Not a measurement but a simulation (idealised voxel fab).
process module | voxel ribs on slabs
cross-section cut | 205 nm wide | cells 5 nm
A cross-section is a grid of square cells, given in bands from the top down. A band is one or more rows of cells.
Each band's line starts with the height of the band's top and of its bottom, in nm. Then come its materials from left to right, each with its width in nm. One material with "throughout" fills the band from edge to edge. "air" is empty space.
Height 0 is the level under which the wafer as received is all one material. The lowest band goes on downwards, as in "0 down".
A width such as "30 to 40" changes by the same amount from each row of cells to the next, from the band's top row to its bottom row.
"no change" after a step means that no cell of the cross-section changed.
closed voids: empty space of 8 cells or more with no open way to the top, each as width x height at its distance from the left edge, in nm
after a step's settings: what the simulator itself notes on the step
overlay nm, on a step with a mask: how far to the right of its planned place the mask lay; to the left if negative
Each pair below shows a cross-section before one step and the cross-section after it, down to the lowest band that changed. The line under each pair gives the step between them, with its settings. The pairs can come from different runs of this module on the same starting wafer, so a pair continues from the pair above only where its "before" says so.
before
  0 down: Si throughout
  closed voids: none
after
  25 to 0: SiO2 throughout
  below 0: unchanged
  closed voids: none
the step between: op DIRECTIONAL_DEP | material SiO2 | thk nm 25
before: the cross-section after the pair above
after
  40 to 25: SiN throughout
  below 25: unchanged
  closed voids: none
the step between: op DIRECTIONAL_DEP | material SiN | thk nm 15
before: the cross-section after the pair above
after
  55 to 40: aC throughout
  below 40: unchanged
  closed voids: none
the step between: op DIRECTIONAL_DEP | material aC | thk nm 15
before: the cross-section after the pair above
after
  85 to 55: air 90 | resist 20 | air 95
  below 55: unchanged
  closed voids: none
the step between: op PATTERN | tone cover | mask id RIB | material resist | width nm 20 | thk nm 30 | overlay nm 0
before: the cross-section after the pair above
after
  70 to 55: air 90 | resist 20 | air 95
  55 to 40: air 90 | aC 20 | air 95
  below 40: unchanged
  closed voids: none
the step between: op DIRECTIONAL_ETCH | etch materials aC | depth nm 15
before: the cross-section after the pair above
after
  55 to 40: air 90 | aC 20 | air 95
  below 40: unchanged
  closed voids: none
the step between: op STRIP | etch materials resist
before: the cross-section after the pair above
after
  55 to 40: air 90 | aC 20 | air 95
  40 to 35: air 90 | SiN 20 | air 95
  below 35: unchanged
  closed voids: none
the step between: op DIRECTIONAL_ETCH | etch materials SiN | depth nm 5
before: the cross-section after the pair above
after
  40 to 35: air 90 | SiN 20 | air 95
  below 35: unchanged
  closed voids: none
the step between: op STRIP | etch materials aC
before: the cross-section after the pair above
after
  40 to 35: air 90 | SiN 20 | air 95
  35 to 25: air 60 | SiN 80 | air 65
  below 25: unchanged
  closed voids: none
the step between: op MASKED_ETCH | tone cover | mask id SLAB | width nm 80 | etch materials SiN | depth nm 10 | overlay nm 0
before: the cross-section after the pair above
after
  65 to 40: SiO2 throughout
  40 to 35: SiO2 90 | SiN 20 | SiO2 95
  35 to 25: SiO2 60 | SiN 80 | SiO2 65
  below 25: unchanged
  closed voids: none
the step between: op FILL_DEP | material SiO2 | thk nm 25
before: the cross-section after the pair above
after
  55 to 40: SiO2 throughout
  below 40: unchanged
  closed voids: none
the step between: op CMP | height nm 55
before: the cross-section after the pair above
after
  60 to 55: TiN throughout
  below 55: unchanged
  closed voids: none
the step between: op DIRECTIONAL_DEP | material TiN | thk nm 5
before: the cross-section after the pair above
after
  75 to 60: air 85 | resist 30 | air 90
  below 60: unchanged
  closed voids: none
the step between: op PATTERN | tone cover | mask id HEATER | material resist | width nm 30 | thk nm 15 | overlay nm 0
before: the cross-section after the pair above
after
  75 to 60: air 85 | resist 30 | air 90
  60 to 55: air 85 | TiN 30 | air 90
  below 55: unchanged
  closed voids: none
the step between: op DIRECTIONAL_ETCH | etch materials TiN | depth nm 5
before: the cross-section after the pair above
after
  60 to 55: air 85 | TiN 30 | air 90
  below 55: unchanged
  closed voids: none
the step between: op STRIP | etch materials resist
before: the cross-section after the pair above
after
  70 to 65: air 75 | SiO2 50 | air 80
  65 to 60: SiO2 throughout
  60 to 55: SiO2 85 | TiN 30 | SiO2 90
  below 55: unchanged
  closed voids: none
the step between: op CONFORMAL_DEP | material SiO2 | thk nm 10
before
  40 to 25: SiN throughout
  25 to 0: SiO2 throughout
  0 down: Si throughout
  closed voids: none
after
  55 to 25: SiN throughout
  below 25: unchanged
  closed voids: none
the step between: op DIRECTIONAL_DEP | material SiN | thk nm 15
before: the cross-section after the pair above
after
  70 to 55: aC throughout
  below 55: unchanged
  closed voids: none
the step between: op DIRECTIONAL_DEP | material aC | thk nm 15
before: the cross-section after the pair above
after
  100 to 70: air 90 | resist 20 | air 95
  below 70: unchanged
  closed voids: none
the step between: op PATTERN | tone cover | mask id RIB | material resist | width nm 20 | thk nm 30 | overlay nm 0
before: the cross-section after the pair above
after
  85 to 70: air 90 | resist 20 | air 95
  70 to 55: air 90 | aC 20 | air 95
  below 55: unchanged
  closed voids: none
the step between: op DIRECTIONAL_ETCH | etch materials aC | depth nm 15
before: the cross-section after the pair above
after
  70 to 55: air 90 | aC 20 | air 95
  below 55: unchanged
  closed voids: none
the step between: op STRIP | etch materials resist
before: the cross-section after the pair above
after
  70 to 55: air 90 | aC 20 | air 95
  55 to 50: air 90 | SiN 20 | air 95
  below 50: unchanged
  closed voids: none
the step between: op DIRECTIONAL_ETCH | etch materials SiN | depth nm 5
before: the cross-section after the pair above
after
  55 to 50: air 90 | SiN 20 | air 95
  below 50: unchanged
  closed voids: none
the step between: op STRIP | etch materials aC
before: the cross-section after the pair above
after
  55 to 50: air 90 | SiN 20 | air 95
  50 to 40: air 60 | SiN 80 | air 65
  below 40: unchanged
  closed voids: none
the step between: op MASKED_ETCH | tone cover | mask id SLAB | width nm 80 | etch materials SiN | depth nm 10 | overlay nm 0
before: the cross-section after the pair above
after
  80 to 55: SiO2 throughout
  55 to 50: SiO2 90 | SiN 20 | SiO2 95
  50 to 40: SiO2 60 | SiN 80 | SiO2 65
  below 40: unchanged
  closed voids: none
the step between: op FILL_DEP | material SiO2 | thk nm 25
before: the cross-section after the pair above
after
  55 to 50: SiO2 90 | SiN 20 | SiO2 95
  below 50: unchanged
  closed voids: none
the step between: op CMP | height nm 55
before: the cross-section after the pair above
after
  60 to 55: TiN throughout
  below 55: unchanged
  closed voids: none
the step between: op DIRECTIONAL_DEP | material TiN | thk nm 5
before: the cross-section after the pair above
after
  75 to 60: air 85 | resist 30 | air 90
  below 60: unchanged
  closed voids: none
the step between: op PATTERN | tone cover | mask id HEATER | material resist | width nm 30 | thk nm 15 | overlay nm 0
before: the cross-section after the pair above
after
  75 to 60: air 85 | resist 30 | air 90
  60 to 55: air 85 | TiN 30 | air 90
  below 55: unchanged
  closed voids: none
the step between: op DIRECTIONAL_ETCH | etch materials TiN | depth nm 5
before: the cross-section after the pair above
after
  60 to 55: air 85 | TiN 30 | air 90
  below 55: unchanged
  closed voids: none
the step between: op STRIP | etch materials resist
before: the cross-section after the pair above
after
  70 to 65: air 75 | SiO2 50 | air 80
  65 to 60: SiO2 throughout
  60 to 55: SiO2 85 | TiN 30 | SiO2 90
  below 55: unchanged
  closed voids: none
the step between: op CONFORMAL_DEP | material SiO2 | thk nm 10
before
  0 down: Si throughout
  closed voids: none
after
  15 to 0: SiN throughout
  below 0: unchanged
  closed voids: none
the step between: op DIRECTIONAL_DEP | material SiN | thk nm 15
before: the cross-section after the pair above
after
  40 to 15: SiO2 throughout
  below 15: unchanged
  closed voids: none
the step between: op DIRECTIONAL_DEP | material SiO2 | thk nm 25
before: the cross-section after the pair above
after
  55 to 40: aC throughout
  below 40: unchanged
  closed voids: none
the step between: op DIRECTIONAL_DEP | material aC | thk nm 15
before: the cross-section after the pair above
after
  85 to 55: air 90 | resist 20 | air 95
  below 55: unchanged
  closed voids: none
the step between: op PATTERN | tone cover | mask id RIB | material resist | width nm 20 | thk nm 30 | overlay nm 0
before: the cross-section after the pair above
after
  70 to 55: air 90 | resist 20 | air 95
  55 to 40: air 90 | aC 20 | air 95
  below 40: unchanged
  closed voids: none
the step between: op DIRECTIONAL_ETCH | etch materials aC | depth nm 15
before: the cross-section after the pair above
after
  55 to 40: air 90 | aC 20 | air 95
  below 40: unchanged
  closed voids: none
the step between: op STRIP | etch materials resist
before: the cross-section after the pair above
after
  40 to 15: SiO2 throughout
  below 15: unchanged
  closed voids: none
the step between: op STRIP | etch materials aC
before: the cross-section after the pair above
after
  65 to 15: SiO2 throughout
  below 15: unchanged
  closed voids: none
the step between: op FILL_DEP | material SiO2 | thk nm 25
before: the cross-section after the pair above
after
  55 to 15: SiO2 throughout
  below 15: unchanged
  closed voids: none
the step between: op CMP | height nm 55
before: the cross-section after the pair above
after
  60 to 55: TiN throughout
  below 55: unchanged
  closed voids: none
the step between: op DIRECTIONAL_DEP | material TiN | thk nm 5
before: the cross-section after the pair above
after
  75 to 60: air 85 | resist 30 | air 90
  below 60: unchanged
  closed voids: none
the step between: op PATTERN | tone cover | mask id HEATER | material resist | width nm 30 | thk nm 15 | overlay nm 0
before: the cross-section after the pair above
after
  75 to 60: air 85 | resist 30 | air 90
  60 to 55: air 85 | TiN 30 | air 90
  below 55: unchanged
  closed voids: none
the step between: op DIRECTIONAL_ETCH | etch materials TiN | depth nm 5
before: the cross-section after the pair above
after
  60 to 55: air 85 | TiN 30 | air 90
  below 55: unchanged
  closed voids: none
the step between: op STRIP | etch materials resist
before: the cross-section after the pair above
after
  70 to 65: air 75 | SiO2 50 | air 80
  65 to 60: SiO2 throughout
  60 to 55: SiO2 85 | TiN 30 | SiO2 90
  below 55: unchanged
  closed voids: none
the step between: op CONFORMAL_DEP | material SiO2 | thk nm 10
before
  0 down: Si throughout
  closed voids: none
after
  20 to 0: SiO2 throughout
  below 0: unchanged
  closed voids: none
the step between: op DIRECTIONAL_DEP | material SiO2 | thk nm 20
before: the cross-section after the pair above
after
  35 to 20: SiN throughout
  below 20: unchanged
  closed voids: none
the step between: op DIRECTIONAL_DEP | material SiN | thk nm 15
before: the cross-section after the pair above
after
  50 to 35: aC throughout
  below 35: unchanged
  closed voids: none
the step between: op DIRECTIONAL_DEP | material aC | thk nm 15
before: the cross-section after the pair above
after
  80 to 50: air 90 | resist 20 | air 95
  below 50: unchanged
  closed voids: none
the step between: op PATTERN | tone cover | mask id RIB | material resist | width nm 20 | thk nm 30 | overlay nm 0
before: the cross-section after the pair above
after
  65 to 50: air 90 | resist 20 | air 95
  50 to 35: air 90 | aC 20 | air 95
  below 35: unchanged
  closed voids: none
the step between: op DIRECTIONAL_ETCH | etch materials aC | depth nm 15
before: the cross-section after the pair above
after
  50 to 35: air 90 | aC 20 | air 95
  below 35: unchanged
  closed voids: none
the step between: op STRIP | etch materials resist
before: the cross-section after the pair above
after
  50 to 35: air 90 | aC 20 | air 95
  35 to 30: air 90 | SiN 20 | air 95
  below 30: unchanged
  closed voids: none
the step between: op DIRECTIONAL_ETCH | etch materials SiN | depth nm 5
before: the cross-section after the pair above
after
  35 to 30: air 90 | SiN 20 | air 95
  below 30: unchanged
  closed voids: none
the step between: op STRIP | etch materials aC
before: the cross-section after the pair above
after
  35 to 30: air 90 | SiN 20 | air 95
  30 to 20: air 60 | SiN 80 | air 65
  below 20: unchanged
  closed voids: none
the step between: op MASKED_ETCH | tone cover | mask id SLAB | width nm 80 | etch materials SiN | depth nm 10 | overlay nm 0
before: the cross-section after the pair above
after
  60 to 35: SiO2 throughout
  35 to 30: SiO2 90 | SiN 20 | SiO2 95
  30 to 20: SiO2 60 | SiN 80 | SiO2 65
  below 20: unchanged
  closed voids: none
the step between: op FILL_DEP | material SiO2 | thk nm 25
before: the cross-section after the pair above
after
  55 to 35: SiO2 throughout
  below 35: unchanged
  closed voids: none
the step between: op CMP | height nm 55
before: the cross-section after the pair above
after
  60 to 55: TiN throughout
  below 55: unchanged
  closed voids: none
the step between: op DIRECTIONAL_DEP | material TiN | thk nm 5
before: the cross-section after the pair above
after
  75 to 60: air 85 | resist 30 | air 90
  below 60: unchanged
  closed voids: none
the step between: op PATTERN | tone cover | mask id HEATER | material resist | width nm 30 | thk nm 15 | overlay nm 0
before: the cross-section after the pair above
after
  75 to 60: air 85 | resist 30 | air 90
  60 to 55: air 85 | TiN 30 | air 90
  below 55: unchanged
  closed voids: none
the step between: op DIRECTIONAL_ETCH | etch materials TiN | depth nm 5
before: the cross-section after the pair above
after
  60 to 55: air 85 | TiN 30 | air 90
  below 55: unchanged
  closed voids: none
the step between: op STRIP | etch materials resist
before: the cross-section after the pair above
after
  70 to 65: air 75 | SiO2 50 | air 80
  65 to 60: SiO2 throughout
  60 to 55: SiO2 85 | TiN 30 | SiO2 90
  below 55: unchanged
  closed voids: none
the step between: op CONFORMAL_DEP | material SiO2 | thk nm 10
before
  40 to 35: air 90 | SiN 20 | air 95
  35 to 25: SiN throughout
  25 to 0: SiO2 throughout
  0 down: Si throughout
  closed voids: none
after
  40 to 35: air 90 | SiN 20 | air 95
  35 to 25: air 65 | SiN 70 | air 70
  below 25: unchanged
  closed voids: none
the step between: op MASKED_ETCH | tone cover | mask id SLAB | width nm 70 | etch materials SiN | depth nm 10 | overlay nm 0
before: the cross-section after the pair above
after
  65 to 40: SiO2 throughout
  40 to 35: SiO2 90 | SiN 20 | SiO2 95
  35 to 25: SiO2 65 | SiN 70 | SiO2 70
  below 25: unchanged
  closed voids: none
the step between: op FILL_DEP | material SiO2 | thk nm 25
before: the cross-section after the pair above
after
  55 to 40: SiO2 throughout
  below 40: unchanged
  closed voids: none
the step between: op CMP | height nm 55
before: the cross-section after the pair above
after
  60 to 55: TiN throughout
  below 55: unchanged
  closed voids: none
the step between: op DIRECTIONAL_DEP | material TiN | thk nm 5
before: the cross-section after the pair above
after
  75 to 60: air 85 | resist 30 | air 90
  below 60: unchanged
  closed voids: none
the step between: op PATTERN | tone cover | mask id HEATER | material resist | width nm 30 | thk nm 15 | overlay nm 0
before: the cross-section after the pair above
after
  75 to 60: air 85 | resist 30 | air 90
  60 to 55: air 85 | TiN 30 | air 90
  below 55: unchanged
  closed voids: none
the step between: op DIRECTIONAL_ETCH | etch materials TiN | depth nm 5
before: the cross-section after the pair above
after
  60 to 55: air 85 | TiN 30 | air 90
  below 55: unchanged
  closed voids: none
the step between: op STRIP | etch materials resist
before: the cross-section after the pair above
after
  70 to 65: air 75 | SiO2 50 | air 80
  65 to 60: SiO2 throughout
  60 to 55: SiO2 85 | TiN 30 | SiO2 90
  below 55: unchanged
  closed voids: none
the step between: op CONFORMAL_DEP | material SiO2 | thk nm 10
before
  55 to 40: aC throughout
  40 to 25: SiN throughout
  25 to 0: SiO2 throughout
  0 down: Si throughout
  closed voids: none
after
  85 to 55: air 85 | resist 20 | air 100
  below 55: unchanged
  closed voids: none
the step between: op PATTERN | tone cover | mask id RIB | material resist | width nm 20 | thk nm 30 | overlay nm -5
before: the cross-section after the pair above
after
  70 to 55: air 85 | resist 20 | air 100
  55 to 40: air 85 | aC 20 | air 100
  below 40: unchanged
  closed voids: none
the step between: op DIRECTIONAL_ETCH | etch materials aC | depth nm 15
before: the cross-section after the pair above
after
  55 to 40: air 85 | aC 20 | air 100
  below 40: unchanged
  closed voids: none
the step between: op STRIP | etch materials resist
before: the cross-section after the pair above
after
  55 to 40: air 85 | aC 20 | air 100
  40 to 35: air 85 | SiN 20 | air 100
  below 35: unchanged
  closed voids: none
the step between: op DIRECTIONAL_ETCH | etch materials SiN | depth nm 5
before: the cross-section after the pair above
after
  40 to 35: air 85 | SiN 20 | air 100
  below 35: unchanged
  closed voids: none
the step between: op STRIP | etch materials aC
before: the cross-section after the pair above
after
  40 to 35: air 85 | SiN 20 | air 100
  35 to 25: air 60 | SiN 80 | air 65
  below 25: unchanged
  closed voids: none
the step between: op MASKED_ETCH | tone cover | mask id SLAB | width nm 80 | etch materials SiN | depth nm 10 | overlay nm 0
before: the cross-section after the pair above
after
  65 to 40: SiO2 throughout
  40 to 35: SiO2 85 | SiN 20 | SiO2 100
  35 to 25: SiO2 60 | SiN 80 | SiO2 65
  below 25: unchanged
  closed voids: none
the step between: op FILL_DEP | material SiO2 | thk nm 25
before: the cross-section after the pair above
after
  55 to 40: SiO2 throughout
  below 40: unchanged
  closed voids: none
the step between: op CMP | height nm 55
before: the cross-section after the pair above
after
  60 to 55: TiN throughout
  below 55: unchanged
  closed voids: none
the step between: op DIRECTIONAL_DEP | material TiN | thk nm 5
before: the cross-section after the pair above
after
  75 to 60: air 85 | resist 30 | air 90
  below 60: unchanged
  closed voids: none
the step between: op PATTERN | tone cover | mask id HEATER | material resist | width nm 30 | thk nm 15 | overlay nm 0
before: the cross-section after the pair above
after
  75 to 60: air 85 | resist 30 | air 90
  60 to 55: air 85 | TiN 30 | air 90
  below 55: unchanged
  closed voids: none
the step between: op DIRECTIONAL_ETCH | etch materials TiN | depth nm 5
before: the cross-section after the pair above
after
  60 to 55: air 85 | TiN 30 | air 90
  below 55: unchanged
  closed voids: none
the step between: op STRIP | etch materials resist
before: the cross-section after the pair above
after
  70 to 65: air 75 | SiO2 50 | air 80
  65 to 60: SiO2 throughout
  60 to 55: SiO2 85 | TiN 30 | SiO2 90
  below 55: unchanged
  closed voids: none
the step between: op CONFORMAL_DEP | material SiO2 | thk nm 10
before
  55 to 40: SiO2 throughout
  40 to 35: SiO2 90 | SiN 20 | SiO2 95
  35 to 25: SiO2 60 | SiN 80 | SiO2 65
  25 to 0: SiO2 throughout
  0 down: Si throughout
  closed voids: none
after
  60 to 55: SiN throughout
  below 55: unchanged
  closed voids: none
the step between: op DIRECTIONAL_DEP | material SiN | thk nm 5
before: the cross-section after the pair above
after
  75 to 60: air 85 | resist 30 | air 90
  below 60: unchanged
  closed voids: none
the step between: op PATTERN | tone cover | mask id HEATER | material resist | width nm 30 | thk nm 15 | overlay nm 0
before: the cross-section after the pair above
after
  60 to 55: SiN throughout
  below 55: unchanged
  closed voids: none
the step between: op STRIP | etch materials resist
before: the cross-section after the pair above
after
  70 to 60: SiO2 throughout
  below 60: unchanged
  closed voids: none
the step between: op CONFORMAL_DEP | material SiO2 | thk nm 10
before
  55 to 40: aC throughout
  40 to 25: SiN throughout
  25 to 0: SiO2 throughout
  0 down: Si throughout
  closed voids: none
after
  85 to 55: resist 90 | air 20 | resist 95
  below 55: unchanged
  closed voids: none
the step between: op PATTERN | tone open | mask id RIB | material resist | width nm 20 | thk nm 30 | overlay nm 0
before: the cross-section after the pair above
after
  70 to 55: resist 90 | air 20 | resist 95
  55 to 40: aC 90 | air 20 | aC 95
  below 40: unchanged
  closed voids: none
the step between: op DIRECTIONAL_ETCH | etch materials aC | depth nm 15
before: the cross-section after the pair above
after
  55 to 40: aC 90 | air 20 | aC 95
  below 40: unchanged
  closed voids: none
the step between: op STRIP | etch materials resist
before: the cross-section after the pair above
after
  55 to 40: aC 90 | air 20 | aC 95
  40 to 35: SiN 90 | air 20 | SiN 95
  below 35: unchanged
  closed voids: none
the step between: op DIRECTIONAL_ETCH | etch materials SiN | depth nm 5
before: the cross-section after the pair above
after
  40 to 35: SiN 90 | air 20 | SiN 95
  below 35: unchanged
  closed voids: none
the step between: op STRIP | etch materials aC
before: the cross-section after the pair above
after
  40 to 35: air 60 | SiN 30 | air 20 | SiN 30 | air 65
  35 to 30: air 60 | SiN 80 | air 65
  below 30: unchanged
  closed voids: none
the step between: op MASKED_ETCH | tone cover | mask id SLAB | width nm 80 | etch materials SiN | depth nm 10 | overlay nm 0
before: the cross-section after the pair above
after
  65 to 40: SiO2 throughout
  40 to 35: SiO2 60 | SiN 30 | SiO2 20 | SiN 30 | SiO2 65
  35 to 30: SiO2 60 | SiN 80 | SiO2 65
  below 30: unchanged
  closed voids: none
the step between: op FILL_DEP | material SiO2 | thk nm 25
before: the cross-section after the pair above
after
  55 to 40: SiO2 throughout
  below 40: unchanged
  closed voids: none
the step between: op CMP | height nm 55
before: the cross-section after the pair above
after
  60 to 55: TiN throughout
  below 55: unchanged
  closed voids: none
the step between: op DIRECTIONAL_DEP | material TiN | thk nm 5
before: the cross-section after the pair above
after
  75 to 60: air 85 | resist 30 | air 90
  below 60: unchanged
  closed voids: none
the step between: op PATTERN | tone cover | mask id HEATER | material resist | width nm 30 | thk nm 15 | overlay nm 0
before: the cross-section after the pair above
after
  75 to 60: air 85 | resist 30 | air 90
  60 to 55: air 85 | TiN 30 | air 90
  below 55: unchanged
  closed voids: none
the step between: op DIRECTIONAL_ETCH | etch materials TiN | depth nm 5
before: the cross-section after the pair above
after
  60 to 55: air 85 | TiN 30 | air 90
  below 55: unchanged
  closed voids: none
the step between: op STRIP | etch materials resist
before: the cross-section after the pair above
after
  70 to 65: air 75 | SiO2 50 | air 80
  65 to 60: SiO2 throughout
  60 to 55: SiO2 85 | TiN 30 | SiO2 90
  below 55: unchanged
  closed voids: none
the step between: op CONFORMAL_DEP | material SiO2 | thk nm 10
